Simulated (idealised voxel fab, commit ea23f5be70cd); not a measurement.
Process module name: voxel spacer lines
We display cut, a cross-section 220 nm in width whose square cells are each 5 nm.
In what follows, cross-sections appear as grids of square cells, described through bands that run from the top down, where every band is one or more rows of cells.
For a band, the entry starts with two heights in nm, that of the top and then that of the bottom, and carries on with the band's materials in order from left to right, each alongside its width in nm; the word "full width" beside a single material means it fills the band edge to edge, and "empty" means empty space.
We count height from 0. Below that, the starting wafer is all one material. The lowest band never ends at the bottom but goes on down; see "from 0 down" for how that is written.
Note: "30 to 40" means the width goes from the first number (top row of the band) to the second number (bottom row) in equal steps per row of cells.
Step marked "nothing changed"? Then no cell in the cross-section changed in it.
Empty spaces without an open route to the top, at least 8 cells in extent, make up the entry "Enclosed void list"; each is given as width x height at distance, where the distance is measured from the left edge, and all are in nm.
If you see something after the settings on a step's line, that's the simulator's own remark about that step.
overlay nm: how far to the right of its planned place the mask lay on this masked step (negative: to the left).

THIS SECTION LISTS THE PROCESS STEPS THAT WERE PLANNED
1,RECEIVE, material Si
2,CONFORMAL_DEP, material Al2O3, thk nm 10
3,DIRECTIONAL_DEP, material TiN, thk nm 15
4,DIRECTIONAL_DEP, material polySi, thk nm 30
5,PATTERN, tone cover, mask id MANDREL, material resist, width nm 25, pitch nm 70, thk nm 35, overlay nm 0
6,DIRECTIONAL_ETCH, etch materials polySi, depth nm 30
7,STRIP, etch materials resist
8,CONFORMAL_DEP, material SiO2, thk nm 10
9,DIRECTIONAL_ETCH, etch materials SiO2, depth nm 10
10,STRIP, etch materials polySi
11,DIRECTIONAL_ETCH, etch materials TiN, depth nm 15
12,STRIP, etch materials SiO2
13,FILL_DEP, material SiO2, thk nm 5
14,CMP, height nm 25

FIRST OF THE TWO WAFERS, RUN PER PLAN

AS-RECEIVED WAFER CROSS-SECTION (AFTER STEP 1)
    from 0 down = Si full width
    Enclosed void list: none

STEP 2 DONE - WAFER CROSS-SECTION
    from 10 to 0 = Al2O3 full width
    Heights below 0 show no change.

STEP 3 DONE - WAFER CROSS-SECTION
    from 25 to 10 = TiN full width
    Heights below 10 show no change.

STEP 4 DONE - WAFER CROSS-SECTION
    from 55 to 25 = polySi full width
    Heights below 25 show no change.

STEP 5 DONE - WAFER CROSS-SECTION
    from 90 to 55 = empty=60, resist=25, empty=45, resist=25, empty=65
    Heights below 55 show no change.

STEP 6 DONE - WAFER CROSS-SECTION
    from 90 to 55 = empty=60, resist=25, empty=45, resist=25, empty=65
    from 55 to 25 = empty=60, polySi=25, empty=45, polySi=25, empty=65
    Heights below 25 show no change.

STEP 7 DONE - WAFER CROSS-SECTION
    from 55 to 25 = empty=60, polySi=25, empty=45, polySi=25, empty=65
    Heights below 25 show no change.

STEP 8 DONE - WAFER CROSS-SECTION
    from 65 to 55 = empty=50, SiO2=45, empty=25, SiO2=45, empty=55
    from 55 to 35 = empty=50, SiO2=10, polySi=25, SiO2=10, empty=25, SiO2=10, polySi=25, SiO2=10, empty=55
    from 35 to 25 = SiO2=60, polySi=25, SiO2=45, polySi=25, SiO2=65
    Heights below 25 show no change.

STEP 9 DONE - WAFER CROSS-SECTION
    from 55 to 25 = empty=50, SiO2=10, polySi=25, SiO2=10, empty=25, SiO2=10, polySi=25, SiO2=10, empty=55
    Heights below 25 show no change.

STEP 10 DONE - WAFER CROSS-SECTION
    from 55 to 25 = empty=50, SiO2=10, empty=25, SiO2=10, empty=25, SiO2=10, empty=25, SiO2=10, empty=55
    Heights below 25 show no change.

STEP 11 DONE - WAFER CROSS-SECTION
    from 55 to 25 = empty=50, SiO2=10, empty=25, SiO2=10, empty=25, SiO2=10, empty=25, SiO2=10, empty=55
    from 25 to 10 = empty=50, TiN=10, empty=25, TiN=10, empty=25, TiN=10, empty=25, TiN=10, empty=55
    Heights below 10 show no change.

STEP 12 DONE - WAFER CROSS-SECTION
    from 25 to 10 = empty=50, TiN=10, empty=25, TiN=10, empty=25, TiN=10, empty=25, TiN=10, empty=55
    Heights below 10 show no change.

STEP 13 DONE - WAFER CROSS-SECTION
    from 30 to 25 = SiO2 full width
    from 25 to 10 = SiO2=50, TiN=10, SiO2=25, TiN=10, SiO2=25, TiN=10, SiO2=25, TiN=10, SiO2=55
    Heights below 10 show no change.

STEP 14 DONE - WAFER CROSS-SECTION
    from 25 to 10 = SiO2=50, TiN=10, SiO2=25, TiN=10, SiO2=25, TiN=10, SiO2=25, TiN=10, SiO2=55
    Heights below 10 show no change.

SECOND WAFER, SAME STARTING STATE AND PLAN AS THE FIRST, ONE MISTAKE IN THE RUN, IDENTICAL THROUGH STEP 11

Cross-sectional view of the second wafer at the intended end time of process step 12: nothing changed

CROSS-SECTIONAL VIEW OF THE SECOND WAFER AT THE INTENDED END TIME OF PROCESS STEP 13
    from 60 to 25 = SiO2 full width
    from 25 to 10 = SiO2=50, TiN=10, SiO2=25, TiN=10, SiO2=25, TiN=10, SiO2=25, TiN=10, SiO2=55
    Heights below 10 show no change.

CROSS-SECTIONAL VIEW OF THE SECOND WAFER AT THE INTENDED END TIME OF PROCESS STEP 14
    from 25 to 10 = SiO2=50, TiN=10, SiO2=25, TiN=10, SiO2=25, TiN=10, SiO2=25, TiN=10, SiO2=55
    Heights below 10 show no change.
It is concluded that the wafer was processed incorrectly with respect to the plan, in that with respect to the plan, step 12 was omitted and not executed
Same final cross-section on the two wafers, so the model's numbers don't move because of the mistake.
